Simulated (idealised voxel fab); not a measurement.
This is a process module. Its name is voxel spacer lines.
In the cross-section labelled cut, the width is 295 nm and each square cell is 5 nm.
Think of the cross-section as a grid of square cells. We describe it in bands, top to bottom, and each band covers one or more rows of those cells.
Band: top and bottom heights (nm) first, top before bottom; then materials from left to right, widths in nm. "throughout" marks a sole material filling the band edge to edge. "air" denotes empty space.
Heads up on the height convention: 0 is the point under which the incoming wafer is all one material, and the lowest band has no bottom, it just keeps going down, like "0 nm and below".
Think of "30..40" as a width that walks from the first number to the second as you go down the band, top row to bottom row, taking equal-sized steps from row to row.
Given "all unchanged" for a step, no cell of the cross-section differs between before and after that step.
Any empty space of 8 cells or more lacking an open way to the top shows up in "Sealed cavities" as width x height at distance, distance from the left edge, in nm.
On each step's line, the part that comes after the settings is the simulator's own comment on the step.
"overlay nm" denotes, for a step that has a mask, the displacement of the mask to the right of its planned place, with negative values corresponding to the left.
The steps planned for the process are as follows:
1) RECEIVE: material Si
2) CONFORMAL_DEP: material Al2O3, thk nm 5
3) DIRECTIONAL_DEP: material polySi, thk nm 10
4) DIRECTIONAL_DEP: material aC, thk nm 25
5) PATTERN: tone cover, mask id MANDREL, material resist, width nm 20, pitch nm 60, thk nm 35, overlay nm 0
6) DIRECTIONAL_ETCH: etch materials aC, depth nm 25
7) STRIP: etch materials resist
8) CONFORMAL_DEP: material SiO2, thk nm 10
9) DIRECTIONAL_ETCH: etch materials SiO2, depth nm 10
10) STRIP: etch materials aC
11) DIRECTIONAL_ETCH: etch materials polySi, depth nm 10
12) STRIP: etch materials SiO2
13) FILL_DEP: material lowk, thk nm 5
14) CMP: height nm 15
What follows covers the first of two wafers; it ran as planned:
Cross-section of the incoming wafer, state after step 1:
	0 nm and below = Si throughout
	Sealed cavities: none
After step 2: wafer cross-section:
	5 nm to 0 nm = Al2O3 throughout
	Whatever lies below 0 is exactly as it was before.
After step 3: wafer cross-section:
	15 nm to 5 nm = polySi throughout
	Whatever lies below 5 is exactly as it was before.
After step 4: wafer cross-section:
	40 nm to 15 nm = aC throughout
	Whatever lies below 15 is exactly as it was before.
After step 5: wafer cross-section:
	75 nm to 40 nm = air=75; resist=20; air=40; resist=20; air=40; resist=20; air=80
	Whatever lies below 40 is exactly as it was before.
After step 6: wafer cross-section:
	50 nm to 40 nm = air=75; resist=20; air=40; resist=20; air=40; resist=20; air=80
	40 nm to 15 nm = air=75; aC=20; air=40; aC=20; air=40; aC=20; air=80
	Whatever lies below 15 is exactly as it was before.
After step 7: wafer cross-section:
	40 nm to 15 nm = air=75; aC=20; air=40; aC=20; air=40; aC=20; air=80
	Whatever lies below 15 is exactly as it was before.
After step 8: wafer cross-section:
	50 nm to 40 nm = air=65; SiO2=40; air=20; SiO2=40; air=20; SiO2=40; air=70
	40 nm to 25 nm = air=65; SiO2=10; aC=20; SiO2=10; air=20; SiO2=10; aC=20; SiO2=10; air=20; SiO2=10; aC=20; SiO2=10; air=70
	25 nm to 15 nm = SiO2=75; aC=20; SiO2=40; aC=20; SiO2=40; aC=20; SiO2=80
	Whatever lies below 15 is exactly as it was before.
After step 9: wafer cross-section:
	40 nm to 15 nm = air=65; SiO2=10; aC=20; SiO2=10; air=20; SiO2=10; aC=20; SiO2=10; air=20; SiO2=10; aC=20; SiO2=10; air=70
	Whatever lies below 15 is exactly as it was before.
After step 10: wafer cross-section:
	40 nm to 15 nm = air=65; SiO2=10; air=20; SiO2=10; air=20; SiO2=10; air=20; SiO2=10; air=20; SiO2=10; air=20; SiO2=10; air=70
	Whatever lies below 15 is exactly as it was before.
After step 11: wafer cross-section:
	40 nm to 15 nm = air=65; SiO2=10; air=20; SiO2=10; air=20; SiO2=10; air=20; SiO2=10; air=20; SiO2=10; air=20; SiO2=10; air=70
	15 nm to 5 nm = air=65; polySi=10; air=20; polySi=10; air=20; polySi=10; air=20; polySi=10; air=20; polySi=10; air=20; polySi=10; air=70
	Whatever lies below 5 is exactly as it was before.
After step 12: wafer cross-section:
	15 nm to 5 nm = air=65; polySi=10; air=20; polySi=10; air=20; polySi=10; air=20; polySi=10; air=20; polySi=10; air=20; polySi=10; air=70
	Whatever lies below 5 is exactly as it was before.
After step 13: wafer cross-section:
	20 nm to 15 nm = lowk throughout
	15 nm to 5 nm = lowk=65; polySi=10; lowk=20; polySi=10; lowk=20; polySi=10; lowk=20; polySi=10; lowk=20; polySi=10; lowk=20; polySi=10; lowk=70
	Whatever lies below 5 is exactly as it was before.
After step 14: wafer cross-section:
	15 nm to 5 nm = lowk=65; polySi=10; lowk=20; polySi=10; lowk=20; polySi=10; lowk=20; polySi=10; lowk=20; polySi=10; lowk=20; polySi=10; lowk=70
	Whatever lies below 5 is exactly as it was before.
Second Wafer (Identical Start and Plan, One Processing Error; Matches First Wafer Through Step 4):
Cross-sectional view of the second wafer at the intended end time of process step 5:
	75 nm to 40 nm = air=70; resist=20; air=40; resist=20; air=40; resist=20; air=85
	Whatever lies below 40 is exactly as it was before.
Cross-sectional view of the second wafer at the intended end time of process step 6:
	50 nm to 40 nm = air=70; resist=20; air=40; resist=20; air=40; resist=20; air=85
	40 nm to 15 nm = air=70; aC=20; air=40; aC=20; air=40; aC=20; air=85
	Whatever lies below 15 is exactly as it was before.
Cross-sectional view of the second wafer at the intended end time of process step 7:
	40 nm to 15 nm = air=70; aC=20; air=40; aC=20; air=40; aC=20; air=85
	Whatever lies below 15 is exactly as it was before.
Cross-sectional view of the second wafer at the intended end time of process step 8:
	50 nm to 40 nm = air=60; SiO2=40; air=20; SiO2=40; air=20; SiO2=40; air=75
	40 nm to 25 nm = air=60; SiO2=10; aC=20; SiO2=10; air=20; SiO2=10; aC=20; SiO2=10; air=20; SiO2=10; aC=20; SiO2=10; air=75
	25 nm to 15 nm = SiO2=70; aC=20; SiO2=40; aC=20; SiO2=40; aC=20; SiO2=85
	Whatever lies below 15 is exactly as it was before.
Cross-sectional view of the second wafer at the intended end time of process step 9:
	40 nm to 15 nm = air=60; SiO2=10; aC=20; SiO2=10; air=20; SiO2=10; aC=20; SiO2=10; air=20; SiO2=10; aC=20; SiO2=10; air=75
	Whatever lies below 15 is exactly as it was before.
Cross-sectional view of the second wafer at the intended end time of process step 10:
	40 nm to 15 nm = air=60; SiO2=10; air=20; SiO2=10; air=20; SiO2=10; air=20; SiO2=10; air=20; SiO2=10; air=20; SiO2=10; air=75
	Whatever lies below 15 is exactly as it was before.
Cross-sectional view of the second wafer at the intended end time of process step 11:
	40 nm to 15 nm = air=60; SiO2=10; air=20; SiO2=10; air=20; SiO2=10; air=20; SiO2=10; air=20; SiO2=10; air=20; SiO2=10; air=75
	15 nm to 5 nm = air=60; polySi=10; air=20; polySi=10; air=20; polySi=10; air=20; polySi=10; air=20; polySi=10; air=20; polySi=10; air=75
	Whatever lies below 5 is exactly as it was before.
Cross-sectional view of the second wafer at the intended end time of process step 12:
	15 nm to 5 nm = air=60; polySi=10; air=20; polySi=10; air=20; polySi=10; air=20; polySi=10; air=20; polySi=10; air=20; polySi=10; air=75
	Whatever lies below 5 is exactly as it was before.
Cross-sectional view of the second wafer at the intended end time of process step 13:
	20 nm to 15 nm = lowk throughout
	15 nm to 5 nm = lowk=60; polySi=10; lowk=20; polySi=10; lowk=20; polySi=10; lowk=20; polySi=10; lowk=20; polySi=10; lowk=20; polySi=10; lowk=75
	Whatever lies below 5 is exactly as it was before.
Cross-sectional view of the second wafer at the intended end time of process step 14:
	15 nm to 5 nm = lowk=60; polySi=10; lowk=20; polySi=10; lowk=20; polySi=10; lowk=20; polySi=10; lowk=20; polySi=10; lowk=20; polySi=10; lowk=75
	Whatever lies below 5 is exactly as it was before.
Processing error: step 5 deviated from plan and actually ran as PATTERN: tone cover, mask id MANDREL, material resist, width nm 20, pitch nm 60, thk nm 35, overlay nm -5
Final wafers compared: equal cell tally per material, rearranged layout.
